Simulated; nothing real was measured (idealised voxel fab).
process module | voxel air gaps
cross-section cut | 240 nm wide | cells 5 nm
A cross-section is a grid of square cells, given in bands from the top down. A band is one or more rows of cells.
Each band's line starts with the height of the band's top and of its bottom, in nm. Then come its materials from left to right, each with its width in nm. One material with "throughout" fills the band from edge to edge. "air" is empty space.
Height 0 is the level under which the wafer as received is all one material. The lowest band goes on downwards, as in "0 down".
A width such as "30 to 40" changes by the same amount from each row of cells to the next, from the band's top row to its bottom row.
"no change" after a step means that no cell of the cross-section changed.
closed voids: empty space of 8 cells or more with no open way to the top, each as width x height at its distance from the left edge, in nm
after a step's settings: what the simulator itself notes on the step
overlay nm, on a step with a mask: how far to the right of its planned place the mask lay; to the left if negative
plan
1 op RECEIVE | material Si
2 op CONFORMAL_DEP | material SiO2 | thk nm 15
3 op CONFORMAL_DEP | material SiCN | thk nm 5
4 op DIRECTIONAL_DEP | material SiO2 | thk nm 30
5 op PATTERN | tone open | mask id LINES | material resist | width nm 20 | pitch nm 45 | thk nm 20 | overlay nm 0
6 op DIRECTIONAL_ETCH | etch materials SiO2 | depth nm 30
7 op STRIP | etch materials resist
8 op CONFORMAL_DEP | material TiN | thk nm 5
9 op FILL_DEP | material W | thk nm 10
10 op CMP | height nm 50
11 op EPI | material Ru | thk nm 10
12 op SELECTIVE_ETCH | etch materials SiO2 | depth nm 40
13 op CONFORMAL_DEP | material SiCN | thk nm 5
as received, after step 1
  0 down: Si throughout
  closed voids: none
a wafer at the end: this start, this plan, one mistake
  65 to 60: air 25 | SiCN 190 | air 25
  60 to 50: air 25 | SiCN 5 | Ru 180 | SiCN 5 | air 25
  50 to 45: air 25 | SiCN 15 | TiN 5 | W 15 | TiN 5 | SiO2 20 | TiN 5 | W 15 | TiN 5 | SiO2 20 | TiN 5 | W 15 | TiN 5 | SiO2 20 | TiN 5 | W 15 | TiN 5 | SiCN 15 | air 25
  45 to 25: air 35 | SiCN 5 | TiN 5 | W 15 | TiN 5 | SiO2 20 | TiN 5 | W 15 | TiN 5 | SiO2 20 | TiN 5 | W 15 | TiN 5 | SiO2 20 | TiN 5 | W 15 | TiN 5 | SiCN 5 | air 35
  25 to 20: SiCN 40 | TiN 25 | SiO2 20 | TiN 25 | SiO2 20 | TiN 25 | SiO2 20 | TiN 25 | SiCN 40
  20 to 15: SiCN throughout
  15 to 0: SiO2 throughout
  0 down: Si throughout
  closed voids: none
what went wrong: step 5 ran as: op PATTERN | tone open | mask id LINES | material resist | width nm 25 | pitch nm 45 | thk nm 20 | overlay nm 0
